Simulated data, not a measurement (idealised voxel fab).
Process module name: voxel fin reveal
Pictured: cross-section cut, 230 nm wide, on a grid of 5 nm square cells.
Format of a cross-section: grid, square cells. Given as bands. Order: top down. Band: one or more rows of cells.
Band: top height; bottom height; in nm. Then, left to right: material with width in nm, for each material. "everywhere": a single material spanning edge to edge. "empty": empty space.
Heights from 0 (as-received wafer is one material below). Bottom band endless downward, as "0..down".
Think of "30..40" as a width that walks from the first number to the second as you go down the band, top row to bottom row, taking equal-sized steps from row to row.
"same as before", as given for a step, is the statement that not any cell of the cross-section underwent a change during that step.
What "Enclosed internal voids" gives you is every empty space of 8 cells or more that is cut off from the top. Each appears as width x height at distance, with the distance taken from the left edge and width, height and distance all in nm.
Anything after a step's settings on that line? It's the simulator's own note about the step.
A step's line can hold "overlay nm"; with a mask on that step, the setting says how far right of the planned place the mask lay, while a negative setting says it lay to the left.

# The following list gives the planned process steps
1. op RECEIVE | material Si
2. op CONFORMAL_DEP | material SiN | thk nm 5
3. op DIRECTIONAL_DEP | material aC | thk nm 15
4. op PATTERN | tone cover | mask id FINS | material resist | width nm 15 | pitch nm 35 | thk nm 35 | overlay nm 0
5. op DIRECTIONAL_ETCH | etch materials aC | depth nm 15
6. op STRIP | etch materials resist
7. op DIRECTIONAL_ETCH | etch materials SiN | depth nm 5
8. op DIRECTIONAL_ETCH | etch materials Si | depth nm 30
9. op STRIP | etch materials aC
10. op FILL_DEP | material SiO2 | thk nm 10
11. op CMP | height nm 5
12. op SELECTIVE_ETCH | etch materials SiO2 | depth nm 25
13. op STRIP | etch materials SiN
14. op CONFORMAL_DEP | material HfO2 | thk nm 5

# First wafer out of two, processed as planned

# Received-state cross-section, reflecting completion of step 1
    0..down: Si everywhere
    Enclosed internal voids: none

# Step 2 complete: cross-section through the wafer
    5..0: SiN everywhere
    Everything below 0 is unchanged.

# Step 3 complete: cross-section through the wafer
    20..5: aC everywhere
    Everything below 5 is unchanged.

# Step 4 complete: cross-section through the wafer
    55..20: 70 nm empty | 15 nm resist | 20 nm empty | 15 nm resist | 20 nm empty | 15 nm resist | 75 nm empty
    Everything below 20 is unchanged.

# Step 5 complete: cross-section through the wafer
    40..20: 70 nm empty | 15 nm resist | 20 nm empty | 15 nm resist | 20 nm empty | 15 nm resist | 75 nm empty
    20..5: 70 nm empty | 15 nm aC | 20 nm empty | 15 nm aC | 20 nm empty | 15 nm aC | 75 nm empty
    Everything below 5 is unchanged.

# Step 6 complete: cross-section through the wafer
    20..5: 70 nm empty | 15 nm aC | 20 nm empty | 15 nm aC | 20 nm empty | 15 nm aC | 75 nm empty
    Everything below 5 is unchanged.

# Step 7 complete: cross-section through the wafer
    20..5: 70 nm empty | 15 nm aC | 20 nm empty | 15 nm aC | 20 nm empty | 15 nm aC | 75 nm empty
    5..0: 70 nm empty | 15 nm SiN | 20 nm empty | 15 nm SiN | 20 nm empty | 15 nm SiN | 75 nm empty
    Everything below 0 is unchanged.

# Step 8 complete: cross-section through the wafer
    20..5: 70 nm empty | 15 nm aC | 20 nm empty | 15 nm aC | 20 nm empty | 15 nm aC | 75 nm empty
    5..0: 70 nm empty | 15 nm SiN | 20 nm empty | 15 nm SiN | 20 nm empty | 15 nm SiN | 75 nm empty
    0..-30: 70 nm empty | 15 nm Si | 20 nm empty | 15 nm Si | 20 nm empty | 15 nm Si | 75 nm empty
    Everything below -30 is unchanged.

# Step 9 complete: cross-section through the wafer
    5..0: 70 nm empty | 15 nm SiN | 20 nm empty | 15 nm SiN | 20 nm empty | 15 nm SiN | 75 nm empty
    Everything below 0 is unchanged.

# Step 10 complete: cross-section through the wafer
    15..5: SiO2 everywhere
    5..0: 70 nm SiO2 | 15 nm SiN | 20 nm SiO2 | 15 nm SiN | 20 nm SiO2 | 15 nm SiN | 75 nm SiO2
    0..-30: 70 nm SiO2 | 15 nm Si | 20 nm SiO2 | 15 nm Si | 20 nm SiO2 | 15 nm Si | 75 nm SiO2
    Everything below -30 is unchanged.

# Step 11 complete: cross-section through the wafer
    5..0: 70 nm SiO2 | 15 nm SiN | 20 nm SiO2 | 15 nm SiN | 20 nm SiO2 | 15 nm SiN | 75 nm SiO2
    Everything below 0 is unchanged.

# Step 12 complete: cross-section through the wafer
    5..0: 70 nm empty | 15 nm SiN | 20 nm empty | 15 nm SiN | 20 nm empty | 15 nm SiN | 75 nm empty
    0..-20: 70 nm empty | 15 nm Si | 20 nm empty | 15 nm Si | 20 nm empty | 15 nm Si | 75 nm empty
    Everything below -20 is unchanged.

# Step 13 complete: cross-section through the wafer
    0..-20: 70 nm empty | 15 nm Si | 20 nm empty | 15 nm Si | 20 nm empty | 15 nm Si | 75 nm empty
    Everything below -20 is unchanged.

# Step 14 complete: cross-section through the wafer
    5..0: 65 nm empty | 25 nm HfO2 | 10 nm empty | 25 nm HfO2 | 10 nm empty | 25 nm HfO2 | 70 nm empty
    0..-15: 65 nm empty | 5 nm HfO2 | 15 nm Si | 5 nm HfO2 | 10 nm empty | 5 nm HfO2 | 15 nm Si | 5 nm HfO2 | 10 nm empty | 5 nm HfO2 | 15 nm Si | 5 nm HfO2 | 70 nm empty
    -15..-20: 70 nm HfO2 | 15 nm Si | 20 nm HfO2 | 15 nm Si | 20 nm HfO2 | 15 nm Si | 75 nm HfO2
    Everything below -20 is unchanged.

# Companion wafer, the second of two: same beginning, same intended sequence, one mistake in carrying it out; through step 13 inclusive it tracks the first exactly

# Second wafer, sectioned view, at step 14's planned end time
    15..0: 55 nm empty | 115 nm HfO2 | 60 nm empty
    0..-5: 55 nm empty | 15 nm HfO2 | 15 nm Si | 20 nm HfO2 | 15 nm Si | 20 nm HfO2 | 15 nm Si | 15 nm HfO2 | 60 nm empty
    -5..-20: 70 nm HfO2 | 15 nm Si | 20 nm HfO2 | 15 nm Si | 20 nm HfO2 | 15 nm Si | 75 nm HfO2
    Everything below -20 is unchanged.
The mistake made against the process plan was this: step 14 off recipe, ran as op CONFORMAL_DEP | material HfO2 | thk nm 15
Heads up, by the end the second wafer has more or fewer cells of some materials compared to the first: 124 more of HfO2
